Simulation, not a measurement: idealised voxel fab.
process module | voxel ribs on slabs
cross-section cut | 285 nm wide | cells 5 nm
A cross-section is a grid of square cells, given in bands from the top down. A band is one or more rows of cells.
Each band's line starts with the height of the band's top and of its bottom, in nm. Then come its materials from left to right, each with its width in nm. One material with "throughout" fills the band from edge to edge. "air" is empty space.
Height 0 is the level under which the wafer as received is all one material. The lowest band goes on downwards, as in "0 down".
A width such as "30 to 40" changes by the same amount from each row of cells to the next, from the band's top row to its bottom row.
"no change" after a step means that no cell of the cross-section changed.
closed voids: empty space of 8 cells or more with no open way to the top, each as width x height at its distance from the left edge, in nm
after a step's settings: what the simulator itself notes on the step
overlay nm, on a step with a mask: how far to the right of its planned place the mask lay; to the left if negative
plan
1 op RECEIVE | material Si
2 op DIRECTIONAL_DEP | material SiO2 | thk nm 20
3 op DIRECTIONAL_DEP | material polySi | thk nm 15
4 op PATTERN | tone cover | mask id RIB | material resist | width nm 20 | thk nm 15 | overlay nm 0
5 op DIRECTIONAL_ETCH | etch materials polySi | depth nm 5
6 op STRIP | etch materials resist
7 op MASKED_ETCH | tone cover | mask id SLAB | width nm 60 | etch materials polySi | depth nm 10 | overlay nm 0
8 op FILL_DEP | material SiO2 | thk nm 20
9 op CMP | height nm 50
10 op DIRECTIONAL_DEP | material TiN | thk nm 5
11 op PATTERN | tone cover | mask id HEATER | material resist | width nm 30 | thk nm 20 | overlay nm 0
12 op DIRECTIONAL_ETCH | etch materials TiN | depth nm 5
13 op STRIP | etch materials resist
14 op CONFORMAL_DEP | material SiN | thk nm 10
as received, after step 1
  0 down: Si throughout
  closed voids: none
first wafer at the end, as planned
  65 to 60: air 115 | SiN 50 | air 120
  60 to 55: SiN throughout
  55 to 50: SiN 125 | TiN 30 | SiN 130
  50 to 35: SiO2 throughout
  35 to 30: SiO2 130 | polySi 20 | SiO2 135
  30 to 20: SiO2 110 | polySi 60 | SiO2 115
  20 to 0: SiO2 throughout
  0 down: Si throughout
  closed voids: none
second wafer at the end: like start, like plan, one mistake
  65 to 60: air 120 | SiN 45 | air 120
  60 to 55: SiN throughout
  55 to 50: SiN 130 | TiN 25 | SiN 130
  50 to 35: SiO2 throughout
  35 to 30: SiO2 130 | polySi 20 | SiO2 135
  30 to 20: SiO2 110 | polySi 60 | SiO2 115
  20 to 0: SiO2 throughout
  0 down: Si throughout
  closed voids: none
what went wrong: step 11 ran as: op PATTERN | tone cover | mask id HEATER | material resist | width nm 25 | thk nm 20 | overlay nm 0
at the end the second wafer has, in cells: 1 fewer of TiN
